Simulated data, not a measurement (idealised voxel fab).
The following is a process module called voxel self aligned vias.
The figure presents cross-section cut, which has a width of 290 nm and is divided into square cells with an edge length of 5 nm.
Cross-section format: a grid of square cells, given as bands from top to bottom; each band is one or more rows of cells.
The band entry comprises the height of the band's top followed by the height of its bottom, expressed in nm, and subsequently the band's materials from left to right, each stated together with its width in nm. Where a single material is marked with the word "throughout", that material fills the band from edge to edge. The word "blank" represents empty space.
Heads up on the height convention: 0 is the point under which the incoming wafer is all one material, and the lowest band has no bottom, it just keeps going down, like "0 and below".
Width spec "30 to 40" -> top row of cells at first value, bottom row at second value, equal per-row change in between.
Basically "same as before" means that step didn't change any cell in the cross-section.
Entry "Fully closed voids" = empty spaces >= 8 cells with no open way to the top; each as width x height at distance, distance from left edge, all nm.
Post-settings text on a step line: simulator's own remark regarding the step.
If you see "overlay nm" on a step's line and that step has a mask, it's telling you how far right of where it was planned the mask ended up; a negative number means it went left instead.

PLANNED STEP LIST FOR THE PROCESS
- 1: RECEIVE: material Si
- 2: CONFORMAL_DEP: material SiO2, thk nm 10
- 3: CONFORMAL_DEP: material SiCN, thk nm 5
- 4: DIRECTIONAL_DEP: material lowk, thk nm 25
- 5: MASKED_ETCH: tone open, mask id LINES, width nm 15, pitch nm 65, etch materials lowk, depth nm 25, overlay nm 0
- 6: CONFORMAL_DEP: material TiN, thk nm 5
- 7: FILL_DEP: material Ru, thk nm 5
- 8: CMP: height nm 40
- 9: SELECTIVE_ETCH: etch materials W Ru TiN, depth nm 10
- 10: FILL_DEP: material SiN, thk nm 10
- 11: CMP: height nm 40
- 12: DIRECTIONAL_DEP: material lowk, thk nm 20
- 13: MASKED_ETCH: tone open, mask id VIAS, width nm 45, etch materials lowk, depth nm 20, overlay nm 0
- 14: MASKED_ETCH: tone open, mask id VIAS, width nm 45, etch materials SiN, depth nm 10, overlay nm 0
- 15: CONFORMAL_DEP: material TiN, thk nm 5
- 16: FILL_DEP: material Ru, thk nm 10
- 17: CMP: height nm 60
- 18: CONFORMAL_DEP: material SiCN, thk nm 5
What sets these wafers apart? The width nm at step 5. They all start alike, and the plan carries the first wafer's value.

THE FIRST OF SEVERAL WAFERS AS RECEIVED, SHOWN IN CROSS-SECTION; THIS IS ITS STATE AFTER STEP 1
* 0 and below = Si throughout
* Fully closed voids: none

GAINED (+) OR LOST (-) CELLS OF EACH MATERIAL SINCE RECEIPT, THEN CLOSED VOIDS: ONE ROW PER WAFER, AT THE END OF THE MODULE
width nm 15; +27 Ru; +116 SiCN; +6 SiN; +116 SiO2; +33 TiN; +456 lowk; Fully closed voids: none
width nm 20; +33 Ru; +116 SiCN; +8 SiN; +116 SiO2; +35 TiN; +446 lowk; Fully closed voids: none
width nm 25; +39 Ru; +116 SiCN; +10 SiN; +116 SiO2; +37 TiN; +436 lowk; Fully closed voids: none
width nm 30; +45 Ru; +116 SiCN; +12 SiN; +116 SiO2; +39 TiN; +426 lowk; Fully closed voids: none
width nm 35; +51 Ru; +116 SiCN; +14 SiN; +116 SiO2; +41 TiN; +416 lowk; Fully closed voids: none
width nm 40; +57 Ru; +116 SiCN; +16 SiN; +116 SiO2; +43 TiN; +406 lowk; Fully closed voids: none
